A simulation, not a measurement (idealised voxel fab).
The process module that follows is named voxel self aligned vias.
Cross-section cut spans 295 nm and uses square cells 5 nm in size.
When this document writes out a cross-section, it uses a grid of square cells and lists it as bands, beginning at the top and moving down, with a band standing for one or more rows of cells.
The entry gives the band's vertical extent as a top height and a bottom height in nm, then its horizontal make-up as materials from left to right, each with a width in nm. "empty" stands for empty space; a single material marked "throughout" fills the band edge to edge.
Note: height 0 marks the level under which the wafer is uniformly one material as received. Lowest band unbounded below, written "0 down".
Read "30 to 40" as a graded width: first number on top, second number at the bottom, same change between each pair of neighbouring rows.
Given "identical to before" for a step, no cell of the cross-section differs between before and after that step.
Any empty space of 8 cells or more lacking an open way to the top shows up in "Closed void catalog" as width x height at distance, distance from the left edge, in nm.
The remark found on a step's line after its settings is issued by the simulator itself and pertains to that step.
overlay nm: right-of-plan distance of the mask on a masked step; negative values mean left-of-plan.

INTENDED PROCESS STEPS
- 1: op RECEIVE | material Si
- 2: op CONFORMAL_DEP | material SiO2 | thk nm 10
- 3: op CONFORMAL_DEP | material SiCN | thk nm 5
- 4: op DIRECTIONAL_DEP | material SiO2 | thk nm 25
- 5: op DIRECTIONAL_DEP | material aC | thk nm 15
- 6: op PATTERN | tone open | mask id LINES | material resist | width nm 20 | pitch nm 55 | thk nm 30 | overlay nm 0
- 7: op DIRECTIONAL_ETCH | etch materials aC | depth nm 15
- 8: op STRIP | etch materials resist
- 9: op DIRECTIONAL_ETCH | etch materials SiO2 | depth nm 25
- 10: op STRIP | etch materials aC
- 11: op CONFORMAL_DEP | material TiN | thk nm 5
- 12: op FILL_DEP | material W | thk nm 10
- 13: op CMP | height nm 40
- 14: op SELECTIVE_ETCH | etch materials W Ru TiN | depth nm 5
- 15: op FILL_DEP | material SiN | thk nm 5
- 16: op CMP | height nm 40
- 17: op DIRECTIONAL_DEP | material SiO2 | thk nm 20
- 18: op MASKED_ETCH | tone open | mask id VIAS | width nm 30 | pitch nm 55 | etch materials SiO2 | depth nm 20 | overlay nm 0
- 19: op MASKED_ETCH | tone open | mask id VIAS | width nm 30 | pitch nm 55 | etch materials SiN | depth nm 5 | overlay nm 0
- 20: op CONFORMAL_DEP | material TiN | thk nm 5
- 21: op FILL_DEP | material Ru | thk nm 10
- 22: op CMP | height nm 60
- 23: op CONFORMAL_DEP | material SiN | thk nm 5

AS-RECEIVED WAFER CROSS-SECTION (AFTER STEP 1)
> 0 down = Si throughout
> Closed void catalog: none

FIRST OF TWO WAFERS AT THE END OF THE MODULE, SHOWN IN CROSS-SECTION; RUN CARRIED OUT AS PLANNED
> 65 to 60 = SiN throughout
> 60 to 45 = SiO2: 75 | TiN: 5 | Ru: 20 | TiN: 5 | SiO2: 25 | TiN: 5 | Ru: 20 | TiN: 5 | SiO2: 25 | TiN: 5 | Ru: 20 | TiN: 5 | SiO2: 80
> 45 to 40 = SiO2: 75 | TiN: 10 | Ru: 10 | TiN: 10 | SiO2: 25 | TiN: 10 | Ru: 10 | TiN: 10 | SiO2: 25 | TiN: 10 | Ru: 10 | TiN: 10 | SiO2: 80
> 40 to 35 = SiO2: 80 | TiN: 20 | SiO2: 35 | TiN: 20 | SiO2: 35 | TiN: 20 | SiO2: 85
> 35 to 20 = SiO2: 80 | TiN: 5 | W: 10 | TiN: 5 | SiO2: 35 | TiN: 5 | W: 10 | TiN: 5 | SiO2: 35 | TiN: 5 | W: 10 | TiN: 5 | SiO2: 85
> 20 to 15 = SiO2: 80 | TiN: 20 | SiO2: 35 | TiN: 20 | SiO2: 35 | TiN: 20 | SiO2: 85
> 15 to 10 = SiCN throughout
> 10 to 0 = SiO2 throughout
> 0 down = Si throughout
> Closed void catalog: none

END-OF-MODULE CROSS-SECTION OF THE SECOND WAFER: IDENTICAL STARTING POINT AND PROCESS PLAN TO THE FIRST, WITH ONE PROCESSING MISTAKE
> 65 to 60 = SiN throughout
> 60 to 40 = SiO2: 75 | TiN: 5 | Ru: 20 | TiN: 5 | SiO2: 25 | TiN: 5 | Ru: 20 | TiN: 5 | SiO2: 25 | TiN: 5 | Ru: 20 | TiN: 5 | SiO2: 80
> 40 to 35 = SiO2: 75 | TiN: 30 | SiO2: 25 | TiN: 30 | SiO2: 25 | TiN: 30 | SiO2: 80
> 35 to 20 = SiO2: 75 | TiN: 10 | W: 10 | TiN: 10 | SiO2: 25 | TiN: 10 | W: 10 | TiN: 10 | SiO2: 25 | TiN: 10 | W: 10 | TiN: 10 | SiO2: 80
> 20 to 15 = SiO2: 80 | TiN: 20 | SiO2: 35 | TiN: 20 | SiO2: 35 | TiN: 20 | SiO2: 85
> 15 to 10 = SiCN throughout
> 10 to 0 = SiO2 throughout
> 0 down = Si throughout
> Closed void catalog: none
What went wrong in running the wafer? in the plan, step 18 was performed twice
In the final state, the cell counts of the second wafer exceed or fall short of those of the first for the following materials: 6 more of Ru | 24 fewer of SiO2 | 18 more of TiN
